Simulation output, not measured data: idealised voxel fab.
process module | voxel transistor to metal
cross-section cut | 270 nm wide | cells 5 nm
A cross-section is a grid of square cells, given in bands from the top down. A band is one or more rows of cells.
Each band's line starts with the height of the band's top and of its bottom, in nm. Then come its materials from left to right, each with its width in nm. One material with "throughout" fills the band from edge to edge. "air" is empty space.
Height 0 is the level under which the wafer as received is all one material. The lowest band goes on downwards, as in "0 down".
A width such as "30 to 40" changes by the same amount from each row of cells to the next, from the band's top row to its bottom row.
"no change" after a step means that no cell of the cross-section changed.
closed voids: empty space of 8 cells or more with no open way to the top, each as width x height at its distance from the left edge, in nm
after a step's settings: what the simulator itself notes on the step
overlay nm, on a step with a mask: how far to the right of its planned place the mask lay; to the left if negative
plan
1 op RECEIVE | material Si
2 op OXIDIZE | depth nm 5
3 op CONFORMAL_DEP | material SiN | thk nm 15
4 op DIRECTIONAL_DEP | material aC | thk nm 10
5 op PATTERN | tone cover | mask id ACTIVE | material resist | width nm 105 | pitch nm 135 | thk nm 30 | overlay nm 0
6 op DIRECTIONAL_ETCH | etch materials aC | depth nm 10
7 op STRIP | etch materials resist
8 op DIRECTIONAL_ETCH | etch materials SiN | depth nm 15
9 op DIRECTIONAL_ETCH | etch materials SiO2 | depth nm 5
10 op DIRECTIONAL_ETCH | etch materials Si | depth nm 35
11 op STRIP | etch materials aC
12 op OXIDIZE | depth nm 5
13 op FILL_DEP | material SiO2 | thk nm 15
14 op CMP | height nm 15
15 op SELECTIVE_ETCH | etch materials SiO2 | depth nm 15
16 op STRIP | etch materials SiN
17 op SELECTIVE_ETCH | etch materials SiO2 | depth nm 5
18 op OXIDIZE | depth nm 5
19 op DIRECTIONAL_DEP | material polySi | thk nm 25
20 op DIRECTIONAL_DEP | material SiCN | thk nm 10
21 op PATTERN | tone cover | mask id GATE | material resist | width nm 25 | pitch nm 135 | thk nm 15 | overlay nm 0
22 op DIRECTIONAL_ETCH | etch materials SiCN | depth nm 20
23 op DIRECTIONAL_ETCH | etch materials polySi | depth nm 35
24 op STRIP | etch materials resist
25 op CONFORMAL_DEP | material SiO2 | thk nm 5
26 op DIRECTIONAL_ETCH | etch materials SiO2 | depth nm 5
27 op CONFORMAL_DEP | material SiN | thk nm 5
28 op DIRECTIONAL_ETCH | etch materials SiN | depth nm 5
29 op DIRECTIONAL_ETCH | etch materials SiO2 | depth nm 5
30 op DIRECTIONAL_ETCH | etch materials Si | depth nm 10
31 op EPI | material pSi | thk nm 15
32 op FILL_DEP | material SiO2 | thk nm 5
33 op CMP | height nm 30
34 op DIRECTIONAL_DEP | material SiO2 | thk nm 10
35 op MASKED_ETCH | tone open | mask id CONTACT | width nm 15 | etch materials SiO2 | depth nm 45 | overlay nm 0
36 op CONFORMAL_DEP | material TiN | thk nm 5
37 op FILL_DEP | material W | thk nm 10
38 op CMP | height nm 40
39 op DIRECTIONAL_DEP | material TiN | thk nm 5
40 op DIRECTIONAL_DEP | material W | thk nm 25
41 op PATTERN | tone cover | mask id METAL_1 | material resist | width nm 15 | thk nm 20 | overlay nm 0
42 op DIRECTIONAL_ETCH | etch materials W | depth nm 25
43 op DIRECTIONAL_ETCH | etch materials TiN | depth nm 5
44 op STRIP | etch materials resist
45 op CONFORMAL_DEP | material SiCN | thk nm 5
46 op FILL_DEP | material SiO2 | thk nm 5
47 op CMP | height nm 70
48 op CONFORMAL_DEP | material SiCN | thk nm 5
as received, after step 1
  0 down: Si throughout
  closed voids: none
a wafer at the end: this start, this plan, one mistake
  75 to 70: SiCN throughout
  70 to 45: SiO2 15 | SiCN 5 | W 15 | SiCN 5 | SiO2 55 | SiCN 5 | W 15 | SiCN 5 | SiO2 30 | SiCN 5 | W 15 | SiCN 5 | SiO2 55 | SiCN 5 | W 15 | SiCN 5 | SiO2 15
  45 to 40: SiCN 20 | TiN 15 | SiCN 65 | TiN 15 | SiCN 40 | TiN 15 | SiCN 65 | TiN 15 | SiCN 20
  40 to 30: SiO2 20 | TiN 5 | W 5 | TiN 5 | SiO2 65 | TiN 5 | W 5 | TiN 5 | SiO2 40 | TiN 5 | W 5 | TiN 5 | SiO2 65 | TiN 5 | W 5 | TiN 5 | SiO2 20
  30 to 20: SiO2 20 | TiN 5 | W 5 | TiN 5 | SiO2 10 | SiN 5 | SiO2 5 | SiCN 25 | SiO2 5 | SiN 5 | SiO2 10 | TiN 5 | W 5 | TiN 5 | SiO2 40 | TiN 5 | W 5 | TiN 5 | SiO2 10 | SiN 5 | SiO2 5 | SiCN 25 | SiO2 5 | SiN 5 | SiO2 10 | TiN 5 | W 5 | TiN 5 | SiO2 20
  20 to 15: SiO2 20 | TiN 5 | W 5 | TiN 5 | SiO2 10 | SiN 5 | SiO2 5 | polySi 25 | SiO2 5 | SiN 5 | SiO2 10 | TiN 5 | W 5 | TiN 5 | SiO2 40 | TiN 5 | W 5 | TiN 5 | SiO2 10 | SiN 5 | SiO2 5 | polySi 25 | SiO2 5 | SiN 5 | SiO2 10 | TiN 5 | W 5 | TiN 5 | SiO2 20
  15 to 10: SiO2 20 | TiN 15 | SiO2 10 | SiN 5 | SiO2 5 | polySi 25 | SiO2 5 | SiN 5 | SiO2 10 | TiN 15 | SiO2 40 | TiN 15 | SiO2 10 | SiN 5 | SiO2 5 | polySi 25 | SiO2 5 | SiN 5 | SiO2 10 | TiN 15 | SiO2 20
  10 to 0: SiO2 20 | TiN 5 | pSi 20 | SiN 5 | SiO2 5 | polySi 25 | SiO2 5 | SiN 5 | pSi 20 | TiN 5 | SiO2 40 | TiN 5 | pSi 20 | SiN 5 | SiO2 5 | polySi 25 | SiO2 5 | SiN 5 | pSi 20 | TiN 5 | SiO2 20
  0 to -5: SiO2 10 | pSi 35 | SiN 5 | SiO2 5 | polySi 25 | SiO2 5 | SiN 5 | pSi 35 | SiO2 20 | pSi 35 | SiN 5 | SiO2 5 | polySi 25 | SiO2 5 | SiN 5 | pSi 35 | SiO2 10
  -5 to -10: SiO2 10 | pSi 35 | SiO2 45 | pSi 35 | SiO2 20 | pSi 35 | SiO2 45 | pSi 35 | SiO2 10
  -10 to -20: SiO2 20 | pSi 25 | Si 45 | pSi 25 | SiO2 40 | pSi 25 | Si 45 | pSi 25 | SiO2 20
  -20 to -45: SiO2 20 | Si 95 | SiO2 40 | Si 95 | SiO2 20
  -45 down: Si throughout
  closed voids: none
what went wrong: step 31 ran as: op EPI | material pSi | thk nm 20
